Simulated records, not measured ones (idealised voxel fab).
process module | voxel trench capacitor
cross-section cut | 170 nm wide | cells 5 nm
A cross-section is a grid of square cells, given in bands from the top down. A band is one or more rows of cells.
Each band's line starts with the height of the band's top and of its bottom, in nm. Then come its materials from left to right, each with its width in nm. One material with "throughout" fills the band from edge to edge. "air" is empty space.
Height 0 is the level under which the wafer as received is all one material. The lowest band goes on downwards, as in "0 down".
A width such as "30 to 40" changes by the same amount from each row of cells to the next, from the band's top row to its bottom row.
"no change" after a step means that no cell of the cross-section changed.
closed voids: empty space of 8 cells or more with no open way to the top, each as width x height at its distance from the left edge, in nm
after a step's settings: what the simulator itself notes on the step
overlay nm, on a step with a mask: how far to the right of its planned place the mask lay; to the left if negative
plan
1 op RECEIVE | material Si
2 op CONFORMAL_DEP | material SiN | thk nm 10
3 op DIRECTIONAL_DEP | material aC | thk nm 15
4 op PATTERN | tone open | mask id TRENCH | material resist | width nm 25 | pitch nm 45 | thk nm 35 | overlay nm 0
5 op DIRECTIONAL_ETCH | etch materials aC | depth nm 15
6 op STRIP | etch materials resist
7 op DIRECTIONAL_ETCH | etch materials SiN | depth nm 10
8 op DIRECTIONAL_ETCH | etch materials Si | depth nm 40
9 op STRIP | etch materials aC
10 op CONFORMAL_DEP | material Al2O3 | thk nm 5
11 op CONFORMAL_DEP | material TiN | thk nm 5
12 op FILL_DEP | material W | thk nm 5
13 op CMP | height nm 10
first wafer, as planned
as received, after step 1
  0 down: Si throughout
  closed voids: none
after step 2
  10 to 0: SiN throughout
  below 0: unchanged
after step 3
  25 to 10: aC throughout
  below 10: unchanged
after step 4
  60 to 25: resist 25 | air 25 | resist 20 | air 25 | resist 20 | air 25 | resist 30
  below 25: unchanged
after step 5
  45 to 25: resist 25 | air 25 | resist 20 | air 25 | resist 20 | air 25 | resist 30
  25 to 10: aC 25 | air 25 | aC 20 | air 25 | aC 20 | air 25 | aC 30
  below 10: unchanged
after step 6
  25 to 10: aC 25 | air 25 | aC 20 | air 25 | aC 20 | air 25 | aC 30
  below 10: unchanged
after step 7
  25 to 10: aC 25 | air 25 | aC 20 | air 25 | aC 20 | air 25 | aC 30
  10 to 0: SiN 25 | air 25 | SiN 20 | air 25 | SiN 20 | air 25 | SiN 30
  below 0: unchanged
after step 8
  25 to 10: aC 25 | air 25 | aC 20 | air 25 | aC 20 | air 25 | aC 30
  10 to 0: SiN 25 | air 25 | SiN 20 | air 25 | SiN 20 | air 25 | SiN 30
  0 to -40: Si 25 | air 25 | Si 20 | air 25 | Si 20 | air 25 | Si 30
  below -40: unchanged
after step 9
  10 to 0: SiN 25 | air 25 | SiN 20 | air 25 | SiN 20 | air 25 | SiN 30
  below 0: unchanged
after step 10
  15 to 10: Al2O3 30 | air 15 | Al2O3 30 | air 15 | Al2O3 30 | air 15 | Al2O3 35
  10 to 0: SiN 25 | Al2O3 5 | air 15 | Al2O3 5 | SiN 20 | Al2O3 5 | air 15 | Al2O3 5 | SiN 20 | Al2O3 5 | air 15 | Al2O3 5 | SiN 30
  0 to -35: Si 25 | Al2O3 5 | air 15 | Al2O3 5 | Si 20 | Al2O3 5 | air 15 | Al2O3 5 | Si 20 | Al2O3 5 | air 15 | Al2O3 5 | Si 30
  -35 to -40: Si 25 | Al2O3 25 | Si 20 | Al2O3 25 | Si 20 | Al2O3 25 | Si 30
  below -40: unchanged
after step 11
  20 to 15: TiN 35 | air 5 | TiN 40 | air 5 | TiN 40 | air 5 | TiN 40
  15 to 10: Al2O3 30 | TiN 5 | air 5 | TiN 5 | Al2O3 30 | TiN 5 | air 5 | TiN 5 | Al2O3 30 | TiN 5 | air 5 | TiN 5 | Al2O3 35
  10 to 0: SiN 25 | Al2O3 5 | TiN 5 | air 5 | TiN 5 | Al2O3 5 | SiN 20 | Al2O3 5 | TiN 5 | air 5 | TiN 5 | Al2O3 5 | SiN 20 | Al2O3 5 | TiN 5 | air 5 | TiN 5 | Al2O3 5 | SiN 30
  0 to -30: Si 25 | Al2O3 5 | TiN 5 | air 5 | TiN 5 | Al2O3 5 | Si 20 | Al2O3 5 | TiN 5 | air 5 | TiN 5 | Al2O3 5 | Si 20 | Al2O3 5 | TiN 5 | air 5 | TiN 5 | Al2O3 5 | Si 30
  -30 to -35: Si 25 | Al2O3 5 | TiN 15 | Al2O3 5 | Si 20 | Al2O3 5 | TiN 15 | Al2O3 5 | Si 20 | Al2O3 5 | TiN 15 | Al2O3 5 | Si 30
  below -35: unchanged
after step 12
  25 to 20: W throughout
  20 to 15: TiN 35 | W 5 | TiN 40 | W 5 | TiN 40 | W 5 | TiN 40
  15 to 10: Al2O3 30 | TiN 5 | W 5 | TiN 5 | Al2O3 30 | TiN 5 | W 5 | TiN 5 | Al2O3 30 | TiN 5 | W 5 | TiN 5 | Al2O3 35
  10 to 0: SiN 25 | Al2O3 5 | TiN 5 | W 5 | TiN 5 | Al2O3 5 | SiN 20 | Al2O3 5 | TiN 5 | W 5 | TiN 5 | Al2O3 5 | SiN 20 | Al2O3 5 | TiN 5 | W 5 | TiN 5 | Al2O3 5 | SiN 30
  0 to -30: Si 25 | Al2O3 5 | TiN 5 | W 5 | TiN 5 | Al2O3 5 | Si 20 | Al2O3 5 | TiN 5 | W 5 | TiN 5 | Al2O3 5 | Si 20 | Al2O3 5 | TiN 5 | W 5 | TiN 5 | Al2O3 5 | Si 30
  below -30: unchanged
after step 13
  10 to 0: SiN 25 | Al2O3 5 | TiN 5 | W 5 | TiN 5 | Al2O3 5 | SiN 20 | Al2O3 5 | TiN 5 | W 5 | TiN 5 | Al2O3 5 | SiN 20 | Al2O3 5 | TiN 5 | W 5 | TiN 5 | Al2O3 5 | SiN 30
  below 0: unchanged
second wafer: like start, like plan, one mistake. Through step 12 it matches the first wafer
when step 13 should have ended
  20 to 15: TiN 35 | W 5 | TiN 40 | W 5 | TiN 40 | W 5 | TiN 40
  below 15: unchanged
what went wrong: step 13 ran as: op CMP | height nm 20
at the end the second wafer has, in cells: 25 more of Al2O3 | 37 more of TiN | 6 more of W
